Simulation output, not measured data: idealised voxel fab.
voxel lift off: a process module
For reference, the cross-section in this document is cut, with width 220 nm and square cells of 5 nm.
We lay out every cross-section as a grid of square cells and spell it out in bands from the top down, where one band means one or more rows of cells.
A band entry consists of two parts. The first gives the height of the band's top and the height of its bottom, in nm. The rest lists the band's materials from left to right, each with its width in nm. A single material labelled with the word "everywhere" fills the band from edge to edge, and the word "air" marks empty space.
For the purposes of this specification, 0 denotes the height below which the wafer in its as-received condition is composed wholly of one material, and the lowermost band, lacking a lower limit, extends downward without end, as expressed in "0 and below".
Top row gets the first number, bottom row gets the second, and each row in between changes by the same step: that is how a band width like "30 to 40" works.
"remained the same" (step): cross-section cells unchanged, all of them.
The list in "Voids lacking openings" covers empty spaces of 8 cells or more that cannot reach the top through any open way, and it gives each as width x height at distance; the distance is from the left edge, and width, height and distance are in nm.
It should be noted that, on the line of a given step, the content following the step's settings is a remark produced by the simulator itself with respect to that step.
Steps that use a mask can have "overlay nm" on their line. It says how far the mask sat to the right of where it was meant to be. Negative means to the left.

The steps planned for the process are as follows:
1: RECEIVE, material Si
2: CONFORMAL_DEP, material SiN, thk nm 15
3: PATTERN, tone open, mask id LINES, material resist, width nm 25, pitch nm 40, thk nm 20, overlay nm 0
4: DIRECTIONAL_DEP, material Ru, thk nm 5
5: STRIP, etch materials resist
6: CONFORMAL_DEP, material SiN, thk nm 5

Wafer cross-section on receipt, i.e. after step 1:
  0 and below | Si everywhere
  Voids lacking openings: none

Here's the cross-section of the first of our two wafers at the end of the module - it ran as planned:
  25 down to 20 | air=50; SiN=35; air=5; SiN=35; air=5; SiN=35; air=55
  20 down to 15 | SiN=55; Ru=25; SiN=15; Ru=25; SiN=15; Ru=25; SiN=60
  15 down to 0 | SiN everywhere
  0 and below | Si everywhere
  Voids lacking openings: none

Presented here is a cross-section of the second of the two wafers as it stood at the end of the module. It was started in the same manner and assigned the same plan as the first wafer; however, one mistake was made in its execution:
  25 down to 20 | air=55; SiN=25; air=15; SiN=25; air=15; SiN=25; air=60
  20 down to 15 | SiN=60; Ru=15; SiN=25; Ru=15; SiN=25; Ru=15; SiN=65
  15 down to 0 | SiN everywhere
  0 and below | Si everywhere
  Voids lacking openings: none
What was done differently from what was planned? in deviation from the planned setting, step 3 was conducted as PATTERN, tone open, mask id LINES, material resist, width nm 15, pitch nm 40, thk nm 20, overlay nm 0
Bottom line after processing is that, in cells, the second wafer is up or down on some materials versus the first: Ru: 6 fewer
